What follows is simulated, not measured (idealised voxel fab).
process module | voxel gate over fins
cross-section cut | 220 nm wide | cells 5 nm
A cross-section is a grid of square cells, given in bands from the top down. A band is one or more rows of cells.
Each band's line starts with the height of the band's top and of its bottom, in nm. Then come its materials from left to right, each with its width in nm. One material with "throughout" fills the band from edge to edge. "air" is empty space.
Height 0 is the level under which the wafer as received is all one material. The lowest band goes on downwards, as in "0 down".
A width such as "30 to 40" changes by the same amount from each row of cells to the next, from the band's top row to its bottom row.
"no change" after a step means that no cell of the cross-section changed.
closed voids: empty space of 8 cells or more with no open way to the top, each as width x height at its distance from the left edge, in nm
after a step's settings: what the simulator itself notes on the step
overlay nm, on a step with a mask: how far to the right of its planned place the mask lay; to the left if negative
plan
1 op RECEIVE | material Si
2 op CONFORMAL_DEP | material SiN | thk nm 10
3 op PATTERN | tone cover | mask id FINS | material resist | width nm 15 | pitch nm 50 | thk nm 15 | overlay nm 0
4 op DIRECTIONAL_ETCH | etch materials SiN | depth nm 10
5 op DIRECTIONAL_ETCH | etch materials Si | depth nm 35
6 op STRIP | etch materials resist
7 op OXIDIZE | depth nm 5
8 op FILL_DEP | material SiO2 | thk nm 10
9 op CMP | height nm 10
10 op PATTERN | tone open | mask id RAIL | material resist | width nm 15 | thk nm 20 | overlay nm 0
11 op DIRECTIONAL_ETCH | etch materials SiO2 | depth nm 40
12 op STRIP | etch materials resist
13 op CONFORMAL_DEP | material TiN | thk nm 5
14 op FILL_DEP | material W | thk nm 5
15 op CMP | height nm 10
16 op SELECTIVE_ETCH | etch materials W Ru TiN | depth nm 30
17 op FILL_DEP | material SiO2 | thk nm 5
18 op CMP | height nm 10
19 op SELECTIVE_ETCH | etch materials SiO2 | depth nm 25
20 op STRIP | etch materials SiN
21 op CONFORMAL_DEP | material HfO2 | thk nm 5
22 op CONFORMAL_DEP | material TiN | thk nm 5
23 op FILL_DEP | material W | thk nm 15
24 op CMP | height nm 20
25 op CONFORMAL_DEP | material SiCN | thk nm 10
varied across the wafers: width nm of step 3. The plan shows the first wafer's value. All wafers start alike
first wafer as received, after step 1
  0 down: Si throughout
  closed voids: none
each wafer at the end: cells of each material gained (+) or lost (-) since it was received, then its closed voids
width nm 15 | +68 HfO2 | -320 Si | +88 SiCN | +194 SiO2 | +73 TiN | +161 W | closed voids: none
width nm 20 | +68 HfO2 | -288 Si | +88 SiCN | +174 SiO2 | +73 TiN | +149 W | closed voids: none
width nm 25 | +68 HfO2 | -256 Si | +88 SiCN | +154 SiO2 | +73 TiN | +137 W | closed voids: none
width nm 30 | +68 HfO2 | -224 Si | +88 SiCN | +134 SiO2 | +73 TiN | +125 W | closed voids: none
